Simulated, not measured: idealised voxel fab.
Documented hereafter: the process module known as voxel wiring stack.
220 nm wide, 5 nm square cells: that's cross-section cut.
In this document a cross-section is written as a grid of square cells. It is given as a series of bands, listed from the top down, and a band is one or more rows of cells. Read a band's entry like this: the first values are the height of its top and the height of its bottom in nm, and what follows is the sequence of materials from left to right, each with its width in nm. Note that "blank" is empty space, and that a single material marked "throughout" reaches across the band from edge to edge. Measure heights from 0. That's the level where, below it, the as-received wafer is all one material. The lowest band is bottomless and extends downward; write it as in "0..down". The expression "30->40" gives the width at the extremes of the band, the first number at its top row of cells and the second at its bottom row, with the width changing by equal amounts from each row to the next in between. Reading "no change" for a step: not a cell of the cross-section changed in it. You'll see "Internal closed voids" listing empty spaces that have no way open to the top, as long as they're 8 cells or more; the notation is width x height at distance, where the distance is from the left edge, and all of it is in nm. What comes after the settings on a step's line is commentary from the simulator itself on that step. overlay nm: for a step with a mask, the amount by which the mask lay right of where it was planned; a negative amount means left of it.
THESE ARE THE STEPS WE PLANNED FOR THE PROCESS
1: RECEIVE, material Si
2: CONFORMAL_DEP, material SiO2, thk nm 15
3: DIRECTIONAL_DEP, material TiN, thk nm 5
4: DIRECTIONAL_DEP, material W, thk nm 15
5: DIRECTIONAL_DEP, material aC, thk nm 10
6: PATTERN, tone cover, mask id METAL_1, material resist, width nm 20, pitch nm 50, thk nm 25, overlay nm 0
7: DIRECTIONAL_ETCH, etch materials aC, depth nm 10
8: STRIP, etch materials resist
9: DIRECTIONAL_ETCH, etch materials W, depth nm 15
10: DIRECTIONAL_ETCH, etch materials TiN, depth nm 5
11: STRIP, etch materials aC
12: CONFORMAL_DEP, material SiN, thk nm 5
13: FILL_DEP, material SiO2, thk nm 10
14: CMP, height nm 35
15: CONFORMAL_DEP, material SiCN, thk nm 5
16: DIRECTIONAL_DEP, material lowk, thk nm 10
17: DIRECTIONAL_DEP, material aC, thk nm 15
18: PATTERN, tone open, mask id PLUG_1, material resist, width nm 15, pitch nm 50, thk nm 30, overlay nm 0
19: DIRECTIONAL_ETCH, etch materials aC, depth nm 15
20: STRIP, etch materials resist
21: DIRECTIONAL_ETCH, etch materials lowk, depth nm 10
22: DIRECTIONAL_ETCH, etch materials SiCN, depth nm 5
23: STRIP, etch materials aC
24: EPI, material Ru, thk nm 10
25: EPI, material Ru, thk nm 5
26: CONFORMAL_DEP, material SiCN, thk nm 5
27: DIRECTIONAL_DEP, material SiO2, thk nm 25
28: MASKED_ETCH, tone open, mask id METAL_2, width nm 20, pitch nm 50, etch materials SiO2, depth nm 25, overlay nm 0
29: MASKED_ETCH, tone open, mask id METAL_2, width nm 20, pitch nm 50, etch materials SiCN, depth nm 5, overlay nm 0
30: CONFORMAL_DEP, material TiN, thk nm 5
31: FILL_DEP, material W, thk nm 10
32: CMP, height nm 80
33: CONFORMAL_DEP, material SiCN, thk nm 5
34: DIRECTIONAL_DEP, material SiO2, thk nm 10
35: DIRECTIONAL_DEP, material aC, thk nm 15
36: PATTERN, tone open, mask id PLUG_2, material resist, width nm 15, pitch nm 50, thk nm 30, overlay nm 0
37: DIRECTIONAL_ETCH, etch materials aC, depth nm 15
38: STRIP, etch materials resist
39: DIRECTIONAL_ETCH, etch materials SiO2, depth nm 10
40: DIRECTIONAL_ETCH, etch materials SiCN, depth nm 5
41: STRIP, etch materials aC
42: EPI, material Ru, thk nm 10
43: EPI, material Ru, thk nm 5
44: DIRECTIONAL_DEP, material TiN, thk nm 5
45: DIRECTIONAL_DEP, material Ru, thk nm 20
46: MASKED_ETCH, tone cover, mask id METAL_3, width nm 15, pitch nm 50, etch materials Ru, depth nm 20, overlay nm 0
47: MASKED_ETCH, tone cover, mask id METAL_3, width nm 20, pitch nm 50, etch materials TiN, depth nm 5, overlay nm 0
48: CONFORMAL_DEP, material SiCN, thk nm 5
49: FILL_DEP, material SiO2, thk nm 10
50: CMP, height nm 120
51: CONFORMAL_DEP, material SiN, thk nm 5
What sets these wafers apart? The width nm at step 46. They all start alike, and the plan carries the first wafer's value.
CUT THROUGH THE FIRST OF SEVERAL WAFERS AS RECEIVED, POST STEP 1
	0..down  Si throughout
	Internal closed voids: none
END-OF-MODULE CROSS-SECTION, FIRST OF SEVERAL WAFERS, AFTER LAST STEP 51
	125..120  SiN throughout
	120..105  SiO2: 75  SiCN: 5  Ru: 15  SiCN: 5  SiO2: 25  SiCN: 5  Ru: 15  SiCN: 5  SiO2: 70
	105..100  SiO2: 70  SiCN: 10  Ru: 15  SiCN: 5  SiO2: 20  SiCN: 10  Ru: 15  SiCN: 5  SiO2: 70
	100..95  SiCN: 75  TiN: 20  SiCN: 30  TiN: 20  SiCN: 75
	95..85  SiO2: 75  Ru: 15  SiO2: 35  Ru: 15  SiO2: 80
	85..80  SiCN: 75  Ru: 15  SiCN: 35  Ru: 15  SiCN: 80
	80..55  SiO2: 75  TiN: 5  W: 10  TiN: 5  SiO2: 30  TiN: 5  W: 10  TiN: 5  SiO2: 75
	55..50  SiCN: 75  TiN: 20  SiCN: 30  TiN: 20  SiCN: 75
	50..40  lowk: 75  Ru: 15  lowk: 35  Ru: 15  lowk: 80
	40..35  SiCN: 75  Ru: 15  SiCN: 35  Ru: 15  SiCN: 80
	35..20  SiO2: 70  SiN: 5  W: 20  SiN: 5  SiO2: 20  SiN: 5  W: 20  SiN: 5  SiO2: 70
	20..15  SiN: 75  TiN: 20  SiN: 30  TiN: 20  SiN: 75
	15..0  SiO2 throughout
	0..down  Si throughout
	Internal closed voids: none
HERE WE CROSS-SECTIONED THE LAST OF THE WAFERS ONCE THE MODULE WAS DONE
	125..120  SiN throughout
	120..100  SiO2: 65  SiCN: 5  Ru: 35  SiCN: 5  SiO2: 5  SiCN: 5  Ru: 35  SiCN: 5  SiO2: 60
	100..95  SiCN: 70  TiN: 35  SiCN: 15  TiN: 35  SiCN: 65
	95..85  SiO2: 75  Ru: 15  SiO2: 35  Ru: 15  SiO2: 80
	85..80  SiCN: 75  Ru: 15  SiCN: 35  Ru: 15  SiCN: 80
	80..55  SiO2: 75  TiN: 5  W: 10  TiN: 5  SiO2: 30  TiN: 5  W: 10  TiN: 5  SiO2: 75
	55..50  SiCN: 75  TiN: 20  SiCN: 30  TiN: 20  SiCN: 75
	50..40  lowk: 75  Ru: 15  lowk: 35  Ru: 15  lowk: 80
	40..35  SiCN: 75  Ru: 15  SiCN: 35  Ru: 15  SiCN: 80
	35..20  SiO2: 70  SiN: 5  W: 20  SiN: 5  SiO2: 20  SiN: 5  W: 20  SiN: 5  SiO2: 70
	20..15  SiN: 75  TiN: 20  SiN: 30  TiN: 20  SiN: 75
	15..0  SiO2 throughout
	0..down  Si throughout
	Internal closed voids: none
HEADS UP, THIS TABLE GOES WAFER BY WAFER. A ROW TELLS YOU, AT THE END OF THE MODULE, HOW MANY CELLS OF EACH MATERIAL THAT WAFER HAS PUT ON (+) OR DROPPED (-) SINCE IT WAS RECEIVED, AND THEN ITS CLOSED VOIDS
width nm 15, +60 Ru, +166 SiCN, +92 SiN, +618 SiO2, +44 TiN, +44 W, +76 lowk, Internal closed voids: none
width nm 20, +68 Ru, +164 SiCN, +92 SiN, +612 SiO2, +44 TiN, +44 W, +76 lowk, Internal closed voids: none
width nm 25, +76 Ru, +162 SiCN, +92 SiN, +604 SiO2, +46 TiN, +44 W, +76 lowk, Internal closed voids: none
width nm 30, +84 Ru, +160 SiCN, +92 SiN, +596 SiO2, +48 TiN, +44 W, +76 lowk, Internal closed voids: none
width nm 35, +92 Ru, +158 SiCN, +92 SiN, +588 SiO2, +50 TiN, +44 W, +76 lowk, Internal closed voids: none
